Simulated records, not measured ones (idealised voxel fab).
process module | voxel wiring stack
cross-section cut | 235 nm wide | cells 5 nm
A cross-section is a grid of square cells, given in bands from the top down. A band is one or more rows of cells.
Each band's line starts with the height of the band's top and of its bottom, in nm. Then come its materials from left to right, each with its width in nm. One material with "throughout" fills the band from edge to edge. "air" is empty space.
Height 0 is the level under which the wafer as received is all one material. The lowest band goes on downwards, as in "0 down".
A width such as "30 to 40" changes by the same amount from each row of cells to the next, from the band's top row to its bottom row.
"no change" after a step means that no cell of the cross-section changed.
closed voids: empty space of 8 cells or more with no open way to the top, each as width x height at its distance from the left edge, in nm
after a step's settings: what the simulator itself notes on the step
overlay nm, on a step with a mask: how far to the right of its planned place the mask lay; to the left if negative
plan
1 op RECEIVE | material Si
2 op CONFORMAL_DEP | material SiO2 | thk nm 10
3 op CONFORMAL_DEP | material SiCN | thk nm 5
4 op DIRECTIONAL_DEP | material SiO2 | thk nm 25
5 op MASKED_ETCH | tone open | mask id METAL_1 | width nm 25 | pitch nm 45 | etch materials SiO2 | depth nm 25 | overlay nm 0
6 op MASKED_ETCH | tone open | mask id METAL_1 | width nm 25 | pitch nm 45 | etch materials SiCN | depth nm 5 | overlay nm 0
7 op CONFORMAL_DEP | material TiN | thk nm 5
8 op FILL_DEP | material Cu | thk nm 10
9 op CMP | height nm 40
10 op CONFORMAL_DEP | material SiCN | thk nm 5
11 op DIRECTIONAL_DEP | material lowk | thk nm 30
12 op DIRECTIONAL_DEP | material aC | thk nm 10
13 op PATTERN | tone open | mask id METAL_2_HOLES | material resist | width nm 15 | pitch nm 90 | thk nm 30 | overlay nm 0
14 op DIRECTIONAL_ETCH | etch materials aC | depth nm 10
15 op STRIP | etch materials resist
16 op DIRECTIONAL_ETCH | etch materials lowk | depth nm 30
17 op STRIP | etch materials aC
18 op MASKED_ETCH | tone open | mask id METAL_2 | width nm 25 | pitch nm 45 | etch materials lowk | depth nm 20 | overlay nm 0
19 op MASKED_ETCH | tone open | mask id METAL_2 | width nm 25 | pitch nm 45 | etch materials SiCN | depth nm 5 | overlay nm 0
20 op CONFORMAL_DEP | material TiN | thk nm 5
21 op FILL_DEP | material Cu | thk nm 5
22 op CMP | height nm 75
23 op CONFORMAL_DEP | material SiCN | thk nm 5
24 op DIRECTIONAL_DEP | material lowk | thk nm 20
25 op MASKED_ETCH | tone open | mask id PLUG_2 | width nm 15 | pitch nm 90 | etch materials lowk | depth nm 20 | overlay nm 0
26 op MASKED_ETCH | tone open | mask id PLUG_2 | width nm 15 | pitch nm 90 | etch materials SiCN | depth nm 5 | overlay nm 0
27 op EPI | material Ru | thk nm 10
28 op EPI | material Ru | thk nm 10
29 op EPI | material Ru | thk nm 5
30 op CONFORMAL_DEP | material SiN | thk nm 5
31 op DIRECTIONAL_DEP | material lowk | thk nm 15
32 op PATTERN | tone open | mask id METAL_3 | material resist | width nm 25 | pitch nm 45 | thk nm 20 | overlay nm 0
33 op DIRECTIONAL_ETCH | etch materials lowk | depth nm 15
34 op DIRECTIONAL_ETCH | etch materials SiN | depth nm 5
35 op STRIP | etch materials resist
36 op CONFORMAL_DEP | material TiN | thk nm 5
37 op FILL_DEP | material Cu | thk nm 10
38 op CMP | height nm 120
39 op EPI | material Ru | thk nm 5
40 op FILL_DEP | material SiCN | thk nm 5
41 op DIRECTIONAL_DEP | material SiO2 | thk nm 10
42 op PATTERN | tone open | mask id PLUG_3 | material resist | width nm 15 | pitch nm 45 | thk nm 15 | overlay nm 0
43 op DIRECTIONAL_ETCH | etch materials SiO2 | depth nm 10
44 op DIRECTIONAL_ETCH | etch materials SiCN | depth nm 5
45 op STRIP | etch materials resist
46 op EPI | material Ru | thk nm 10
47 op EPI | material Ru | thk nm 5
48 op CONFORMAL_DEP | material SiCN | thk nm 5
49 op DIRECTIONAL_DEP | material SiO2 | thk nm 20
50 op PATTERN | tone open | mask id METAL_4 | material resist | width nm 25 | pitch nm 45 | thk nm 15 | overlay nm 0
51 op DIRECTIONAL_ETCH | etch materials SiO2 | depth nm 20
52 op DIRECTIONAL_ETCH | etch materials SiCN | depth nm 5
53 op STRIP | etch materials resist
54 op CONFORMAL_DEP | material TiN | thk nm 5
55 op FILL_DEP | material W | thk nm 10
56 op CMP | height nm 165
57 op CONFORMAL_DEP | material SiCN | thk nm 5
as received, after step 1
  0 down: Si throughout
  closed voids: none
a wafer at the end: this start, this plan, one mistake
  170 to 165: SiCN throughout
  165 to 145: SiO2 60 | TiN 5 | W 15 | TiN 5 | SiO2 20 | TiN 5 | W 15 | TiN 5 | SiO2 20 | TiN 5 | W 15 | TiN 5 | SiO2 60
  145 to 140: SiCN 60 | TiN 25 | SiCN 20 | TiN 25 | SiCN 20 | TiN 25 | SiCN 60
  140 to 130: SiO2 60 | Ru 15 | SiO2 30 | Ru 15 | SiO2 30 | Ru 15 | SiO2 70
  130 to 120: SiCN 60 to 55 | Ru 15 to 35 | SiCN 30 to 10 | Ru 15 to 35 | SiCN 30 to 10 | Ru 15 to 35 | SiCN 70 to 55
  120 to 115: lowk 60 | TiN 5 | Cu 15 | TiN 5 | lowk 20 | TiN 5 | Cu 15 | TiN 5 | lowk 20 | TiN 5 | Cu 15 | TiN 5 | lowk 60
  115 to 110: lowk 45 | SiN 15 | TiN 25 | SiN 5 | lowk 15 | TiN 5 | Cu 15 | TiN 5 | lowk 5 | SiN 15 | TiN 25 | SiN 5 | lowk 55
  110 to 105: lowk 45 | SiN 5 | Ru 35 | SiN 5 | lowk 15 | TiN 5 | Cu 15 | TiN 5 | lowk 5 | SiN 5 | Ru 35 | SiN 5 | lowk 55
  105 to 100: SiN 50 | Ru 35 | SiN 20 | TiN 25 | SiN 10 | Ru 35 | SiN 60
  100 to 80: lowk 60 | Ru 15 | lowk 75 | Ru 15 | lowk 70
  80 to 75: SiCN 60 | Ru 15 | SiCN 75 | Ru 15 | SiCN 70
  75 to 60: lowk 60 | TiN 5 | Cu 15 | TiN 5 | lowk 20 | TiN 5 | Cu 15 | TiN 5 | lowk 20 | TiN 5 | Cu 15 | TiN 5 | lowk 60
  60 to 55: lowk 60 | TiN 5 | Cu 5 | TiN 15 | lowk 20 | TiN 25 | lowk 20 | TiN 5 | Cu 5 | TiN 15 | lowk 60
  55 to 45: lowk 60 | TiN 5 | Cu 5 | TiN 5 | lowk 75 | TiN 5 | Cu 5 | TiN 5 | lowk 70
  45 to 40: SiCN 60 | TiN 15 | SiCN 75 | TiN 15 | SiCN 70
  40 to 15: SiO2 60 | TiN 5 | Cu 15 | TiN 5 | SiO2 20 | TiN 5 | Cu 15 | TiN 5 | SiO2 20 | TiN 5 | Cu 15 | TiN 5 | SiO2 60
  15 to 10: SiCN 60 | TiN 25 | SiCN 20 | TiN 25 | SiCN 20 | TiN 25 | SiCN 60
  10 to 0: SiO2 throughout
  0 down: Si throughout
  closed voids: none
what went wrong: one of the steps 27 and 28, which are alike, was run twice
